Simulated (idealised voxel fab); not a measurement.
The document below concerns the process module designated voxel spacer lines.
FYI the section here is cut, 175 nm wide, cells are 5 nm squares.
We lay out every cross-section as a grid of square cells and spell it out in bands from the top down, where one band means one or more rows of cells.
The band entry comprises the height of the band's top followed by the height of its bottom, expressed in nm, and subsequently the band's materials from left to right, each stated together with its width in nm. Where a single material is marked with the word "throughout", that material fills the band from edge to edge. The word "empty" represents empty space.
Zero point of the height axis is 0; under it, received wafer = one material. Lowest band: continues down indefinitely, "from 0 down".
Think of "30 to 40" as a width that walks from the first number to the second as you go down the band, top row to bottom row, taking equal-sized steps from row to row.
Where the words "changes: none" appear for a step, the cross-section shows no cell changed by that step; every cell remained as before.
"Tabulated closed voids" enumerates empty spaces isolated from the top, with no open way to it, that contain at least 8 cells, giving each as width x height at distance from the left edge, all three in nm.
The remark found on a step's line after its settings is issued by the simulator itself and pertains to that step.
overlay nm: mask right of planned place by this much (step with mask). Neg. = left.

Steps in the process plan:
| 1 | RECEIVE, material Si |
| 2 | CONFORMAL_DEP, material Al2O3, thk nm 10 |
| 3 | DIRECTIONAL_DEP, material W, thk nm 15 |
| 4 | DIRECTIONAL_DEP, material polySi, thk nm 25 |
| 5 | PATTERN, tone cover, mask id MANDREL, material resist, width nm 20, pitch nm 60, thk nm 30, overlay nm 0 |
| 6 | DIRECTIONAL_ETCH, etch materials polySi, depth nm 25 |
| 7 | STRIP, etch materials resist |
| 8 | CONFORMAL_DEP, material SiN, thk nm 10 |
| 9 | DIRECTIONAL_ETCH, etch materials SiN, depth nm 10 |
| 10 | STRIP, etch materials polySi |
| 11 | DIRECTIONAL_ETCH, etch materials W, depth nm 15 |
| 12 | STRIP, etch materials SiN |
| 13 | FILL_DEP, material SiO2, thk nm 10 |
| 14 | CMP, height nm 25 |

Step 1 complete: cross-section of the wafer as received:
    from 0 down  Si throughout
    Tabulated closed voids: none

First wafer of two, sectioned at end of module; run went per plan:
    from 25 to 10  5 SiO2 | 10 W | 20 SiO2 | 10 W | 20 SiO2 | 10 W | 20 SiO2 | 10 W | 20 SiO2 | 10 W | 20 SiO2 | 10 W | 10 SiO2
    from 10 to 0  Al2O3 throughout
    from 0 down  Si throughout
    Tabulated closed voids: none

Here is the second of the two wafers cut open at the end of the module - same start, same plan as the first one, but we made one mistake running it:
    from 25 to 15  SiO2 throughout
    from 15 to 0  5 SiO2 | 10 W | 20 SiO2 | 10 W | 20 SiO2 | 10 W | 20 SiO2 | 10 W | 20 SiO2 | 10 W | 20 SiO2 | 10 W | 10 SiO2
    from 0 down  Si throughout
    Tabulated closed voids: none
The plan and the run diverged here: step 2 in the plan did not get run; it was skipped
Cell-count delta at end, second wafer over first, by material: Al2O3: 70 fewer; SiO2: 70 more
